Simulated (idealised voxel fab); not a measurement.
Proc. module: voxel spacer lines
This is section cut - it's 250 nm across, gridded in 5 nm square cells.
Heads up, the way a cross-section reads in here is a grid of square cells, handed over as bands from the top down, with every band being one or more rows of cells.
Heights first: top, then bottom, in nm. Then materials, left to right, each with a width in nm. "all across" on a single material: fills the band edge to edge. "blank": empty space.
Basically, 0 is our baseline, since under it the wafer straight out of the box is all one material. The bottom band has no lower end and keeps on going down, so it looks like "from 0 down".
The expression "30->40" gives the width at the extremes of the band, the first number at its top row of cells and the second at its bottom row, with the width changing by equal amounts from each row to the next in between.
The cross-section has no changed cell in any step marked "remained unchanged".
Each empty space that has no open way to the top and spans at least 8 cells appears under "Closed internal cavities" as width x height at distance, the distance counted from the left edge, all in nm.
On each step's line, the part that comes after the settings is the simulator's own comment on the step.
overlay nm: on a step with a mask, how far right of its planned place the mask lay; negative means left.

These are the steps we planned for the process:
1: RECEIVE, material Si
2: CONFORMAL_DEP, material Al2O3, thk nm 10
3: DIRECTIONAL_DEP, material SiN, thk nm 20
4: DIRECTIONAL_DEP, material aC, thk nm 20
5: PATTERN, tone cover, mask id MANDREL, material resist, width nm 15, pitch nm 50, thk nm 30, overlay nm 0
6: DIRECTIONAL_ETCH, etch materials aC, depth nm 20
7: STRIP, etch materials resist
8: CONFORMAL_DEP, material SiO2, thk nm 10
9: DIRECTIONAL_ETCH, etch materials SiO2, depth nm 10
10: STRIP, etch materials aC
11: DIRECTIONAL_ETCH, etch materials SiN, depth nm 20
12: STRIP, etch materials SiO2
13: FILL_DEP, material lowk, thk nm 5
14: CMP, height nm 30

First of two wafers, with the run carried out as planned:

This is the cross-section of the wafer as we received it, i.e. after step 1:
- from 0 down | Si all across
- Closed internal cavities: none

Once step 2 is through, the wafer looks like this in cross-section:
- from 10 to 0 | Al2O3 all across
- Unchanged below 0.

Once step 3 is through, the wafer looks like this in cross-section:
- from 30 to 10 | SiN all across
- Unchanged below 10.

Once step 4 is through, the wafer looks like this in cross-section:
- from 50 to 30 | aC all across
- Unchanged below 30.

Once step 5 is through, the wafer looks like this in cross-section:
- from 80 to 50 | 65 nm blank, then 15 nm resist, then 35 nm blank, then 15 nm resist, then 35 nm blank, then 15 nm resist, then 70 nm blank
- Unchanged below 50.

Once step 6 is through, the wafer looks like this in cross-section:
- from 60 to 50 | 65 nm blank, then 15 nm resist, then 35 nm blank, then 15 nm resist, then 35 nm blank, then 15 nm resist, then 70 nm blank
- from 50 to 30 | 65 nm blank, then 15 nm aC, then 35 nm blank, then 15 nm aC, then 35 nm blank, then 15 nm aC, then 70 nm blank
- Unchanged below 30.

Once step 7 is through, the wafer looks like this in cross-section:
- from 50 to 30 | 65 nm blank, then 15 nm aC, then 35 nm blank, then 15 nm aC, then 35 nm blank, then 15 nm aC, then 70 nm blank
- Unchanged below 30.

Once step 8 is through, the wafer looks like this in cross-section:
- from 60 to 50 | 55 nm blank, then 35 nm SiO2, then 15 nm blank, then 35 nm SiO2, then 15 nm blank, then 35 nm SiO2, then 60 nm blank
- from 50 to 40 | 55 nm blank, then 10 nm SiO2, then 15 nm aC, then 10 nm SiO2, then 15 nm blank, then 10 nm SiO2, then 15 nm aC, then 10 nm SiO2, then 15 nm blank, then 10 nm SiO2, then 15 nm aC, then 10 nm SiO2, then 60 nm blank
- from 40 to 30 | 65 nm SiO2, then 15 nm aC, then 35 nm SiO2, then 15 nm aC, then 35 nm SiO2, then 15 nm aC, then 70 nm SiO2
- Unchanged below 30.

Once step 9 is through, the wafer looks like this in cross-section:
- from 50 to 30 | 55 nm blank, then 10 nm SiO2, then 15 nm aC, then 10 nm SiO2, then 15 nm blank, then 10 nm SiO2, then 15 nm aC, then 10 nm SiO2, then 15 nm blank, then 10 nm SiO2, then 15 nm aC, then 10 nm SiO2, then 60 nm blank
- Unchanged below 30.

Once step 10 is through, the wafer looks like this in cross-section:
- from 50 to 30 | 55 nm blank, then 10 nm SiO2, then 15 nm blank, then 10 nm SiO2, then 15 nm blank, then 10 nm SiO2, then 15 nm blank, then 10 nm SiO2, then 15 nm blank, then 10 nm SiO2, then 15 nm blank, then 10 nm SiO2, then 60 nm blank
- Unchanged below 30.

Once step 11 is through, the wafer looks like this in cross-section:
- from 50 to 30 | 55 nm blank, then 10 nm SiO2, then 15 nm blank, then 10 nm SiO2, then 15 nm blank, then 10 nm SiO2, then 15 nm blank, then 10 nm SiO2, then 15 nm blank, then 10 nm SiO2, then 15 nm blank, then 10 nm SiO2, then 60 nm blank
- from 30 to 10 | 55 nm blank, then 10 nm SiN, then 15 nm blank, then 10 nm SiN, then 15 nm blank, then 10 nm SiN, then 15 nm blank, then 10 nm SiN, then 15 nm blank, then 10 nm SiN, then 15 nm blank, then 10 nm SiN, then 60 nm blank
- Unchanged below 10.

Once step 12 is through, the wafer looks like this in cross-section:
- from 30 to 10 | 55 nm blank, then 10 nm SiN, then 15 nm blank, then 10 nm SiN, then 15 nm blank, then 10 nm SiN, then 15 nm blank, then 10 nm SiN, then 15 nm blank, then 10 nm SiN, then 15 nm blank, then 10 nm SiN, then 60 nm blank
- Unchanged below 10.

Once step 13 is through, the wafer looks like this in cross-section:
- from 35 to 30 | lowk all across
- from 30 to 10 | 55 nm lowk, then 10 nm SiN, then 15 nm lowk, then 10 nm SiN, then 15 nm lowk, then 10 nm SiN, then 15 nm lowk, then 10 nm SiN, then 15 nm lowk, then 10 nm SiN, then 15 nm lowk, then 10 nm SiN, then 60 nm lowk
- Unchanged below 10.

Once step 14 is through, the wafer looks like this in cross-section:
- from 30 to 10 | 55 nm lowk, then 10 nm SiN, then 15 nm lowk, then 10 nm SiN, then 15 nm lowk, then 10 nm SiN, then 15 nm lowk, then 10 nm SiN, then 15 nm lowk, then 10 nm SiN, then 15 nm lowk, then 10 nm SiN, then 60 nm lowk
- Unchanged below 10.

Notes, second wafer: start = first wafer's, plan = first wafer's, execution had one mistake; history identical to first through step 1:

Cross-section of the second wafer at the time by which step 2 should have been completed according to the plan:
- from 15 to 0 | Al2O3 all across
- Unchanged below 0.

Cross-section of the second wafer at the time by which step 3 should have been completed according to the plan:
- from 35 to 15 | SiN all across
- Unchanged below 15.

Cross-section of the second wafer at the time by which step 4 should have been completed according to the plan:
- from 55 to 35 | aC all across
- Unchanged below 35.

Cross-section of the second wafer at the time by which step 5 should have been completed according to the plan:
- from 85 to 55 | 65 nm blank, then 15 nm resist, then 35 nm blank, then 15 nm resist, then 35 nm blank, then 15 nm resist, then 70 nm blank
- Unchanged below 55.

Cross-section of the second wafer at the time by which step 6 should have been completed according to the plan:
- from 65 to 55 | 65 nm blank, then 15 nm resist, then 35 nm blank, then 15 nm resist, then 35 nm blank, then 15 nm resist, then 70 nm blank
- from 55 to 35 | 65 nm blank, then 15 nm aC, then 35 nm blank, then 15 nm aC, then 35 nm blank, then 15 nm aC, then 70 nm blank
- Unchanged below 35.

Cross-section of the second wafer at the time by which step 7 should have been completed according to the plan:
- from 55 to 35 | 65 nm blank, then 15 nm aC, then 35 nm blank, then 15 nm aC, then 35 nm blank, then 15 nm aC, then 70 nm blank
- Unchanged below 35.

Cross-section of the second wafer at the time by which step 8 should have been completed according to the plan:
- from 65 to 55 | 55 nm blank, then 35 nm SiO2, then 15 nm blank, then 35 nm SiO2, then 15 nm blank, then 35 nm SiO2, then 60 nm blank
- from 55 to 45 | 55 nm blank, then 10 nm SiO2, then 15 nm aC, then 10 nm SiO2, then 15 nm blank, then 10 nm SiO2, then 15 nm aC, then 10 nm SiO2, then 15 nm blank, then 10 nm SiO2, then 15 nm aC, then 10 nm SiO2, then 60 nm blank
- from 45 to 35 | 65 nm SiO2, then 15 nm aC, then 35 nm SiO2, then 15 nm aC, then 35 nm SiO2, then 15 nm aC, then 70 nm SiO2
- Unchanged below 35.

Cross-section of the second wafer at the time by which step 9 should have been completed according to the plan:
- from 55 to 35 | 55 nm blank, then 10 nm SiO2, then 15 nm aC, then 10 nm SiO2, then 15 nm blank, then 10 nm SiO2, then 15 nm aC, then 10 nm SiO2, then 15 nm blank, then 10 nm SiO2, then 15 nm aC, then 10 nm SiO2, then 60 nm blank
- Unchanged below 35.

Cross-section of the second wafer at the time by which step 10 should have been completed according to the plan:
- from 55 to 35 | 55 nm blank, then 10 nm SiO2, then 15 nm blank, then 10 nm SiO2, then 15 nm blank, then 10 nm SiO2, then 15 nm blank, then 10 nm SiO2, then 15 nm blank, then 10 nm SiO2, then 15 nm blank, then 10 nm SiO2, then 60 nm blank
- Unchanged below 35.

Cross-section of the second wafer at the time by which step 11 should have been completed according to the plan:
- from 55 to 35 | 55 nm blank, then 10 nm SiO2, then 15 nm blank, then 10 nm SiO2, then 15 nm blank, then 10 nm SiO2, then 15 nm blank, then 10 nm SiO2, then 15 nm blank, then 10 nm SiO2, then 15 nm blank, then 10 nm SiO2, then 60 nm blank
- from 35 to 15 | 55 nm blank, then 10 nm SiN, then 15 nm blank, then 10 nm SiN, then 15 nm blank, then 10 nm SiN, then 15 nm blank, then 10 nm SiN, then 15 nm blank, then 10 nm SiN, then 15 nm blank, then 10 nm SiN, then 60 nm blank
- Unchanged below 15.

Cross-section of the second wafer at the time by which step 12 should have been completed according to the plan:
- from 35 to 15 | 55 nm blank, then 10 nm SiN, then 15 nm blank, then 10 nm SiN, then 15 nm blank, then 10 nm SiN, then 15 nm blank, then 10 nm SiN, then 15 nm blank, then 10 nm SiN, then 15 nm blank, then 10 nm SiN, then 60 nm blank
- Unchanged below 15.

Cross-section of the second wafer at the time by which step 13 should have been completed according to the plan:
- from 40 to 35 | lowk all across
- from 35 to 15 | 55 nm lowk, then 10 nm SiN, then 15 nm lowk, then 10 nm SiN, then 15 nm lowk, then 10 nm SiN, then 15 nm lowk, then 10 nm SiN, then 15 nm lowk, then 10 nm SiN, then 15 nm lowk, then 10 nm SiN, then 60 nm lowk
- Unchanged below 15.

Cross-section of the second wafer at the time by which step 14 should have been completed according to the plan:
- from 30 to 15 | 55 nm lowk, then 10 nm SiN, then 15 nm lowk, then 10 nm SiN, then 15 nm lowk, then 10 nm SiN, then 15 nm lowk, then 10 nm SiN, then 15 nm lowk, then 10 nm SiN, then 15 nm lowk, then 10 nm SiN, then 60 nm lowk
- Unchanged below 15.
So what did we get wrong on this run? note that step 2 departed from the planned setting and was carried out as CONFORMAL_DEP, material Al2O3, thk nm 15
Wrapping up, a cell-based count of both wafers puts the second over or under the first for these materials: 50 more of Al2O3; 12 fewer of SiN; 38 fewer of lowk
